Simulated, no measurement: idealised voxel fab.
process module | voxel double patterning
cross-section cut | 245 nm wide | cells 5 nm
A cross-section is a grid of square cells, given in bands from the top down. A band is one or more rows of cells.
Each band's line starts with the height of the band's top and of its bottom, in nm. Then come its materials from left to right, each with its width in nm. One material with "throughout" fills the band from edge to edge. "air" is empty space.
Height 0 is the level under which the wafer as received is all one material. The lowest band goes on downwards, as in "0 down".
A width such as "30 to 40" changes by the same amount from each row of cells to the next, from the band's top row to its bottom row.
"no change" after a step means that no cell of the cross-section changed.
closed voids: empty space of 8 cells or more with no open way to the top, each as width x height at its distance from the left edge, in nm
after a step's settings: what the simulator itself notes on the step
overlay nm, on a step with a mask: how far to the right of its planned place the mask lay; to the left if negative
plan
1 op RECEIVE | material Si
2 op CONFORMAL_DEP | material SiO2 | thk nm 10
3 op DIRECTIONAL_DEP | material W | thk nm 15
4 op DIRECTIONAL_DEP | material SiN | thk nm 5
5 op PATTERN | tone open | mask id FIRST | material resist | width nm 15 | pitch nm 50 | thk nm 20 | overlay nm -15
6 op DIRECTIONAL_ETCH | etch materials SiN | depth nm 5
7 op STRIP | etch materials resist
8 op MASKED_ETCH | tone open | mask id SECOND | width nm 15 | etch materials SiN | depth nm 5 | overlay nm 0
9 op DIRECTIONAL_ETCH | etch materials W | depth nm 15
10 op STRIP | etch materials SiN
varied across the wafers: overlay nm of step 5. The plan shows the first wafer's value. All wafers start alike
first wafer as received, after step 1
  0 down: Si throughout
  closed voids: none
first wafer at the end, after step 10
  25 to 10: W 75 | air 15 | W 25 | air 25 | W 105
  10 to 0: SiO2 throughout
  0 down: Si throughout
  closed voids: none
last wafer at the end
  25 to 10: W 105 | air 25 | W 25 | air 15 | W 75
  10 to 0: SiO2 throughout
  0 down: Si throughout
  closed voids: none
each wafer at the end: cells of each material gained (+) or lost (-) since it was received, then its closed voids
overlay nm -15 | +98 SiO2 | +123 W | closed voids: none
overlay nm -10 | +98 SiO2 | +120 W | closed voids: none
overlay nm -5 | +98 SiO2 | +120 W | closed voids: none
overlay nm 0 | +98 SiO2 | +120 W | closed voids: none
overlay nm 5 | +98 SiO2 | +120 W | closed voids: none
overlay nm 10 | +98 SiO2 | +120 W | closed voids: none
overlay nm 15 | +98 SiO2 | +123 W | closed voids: none
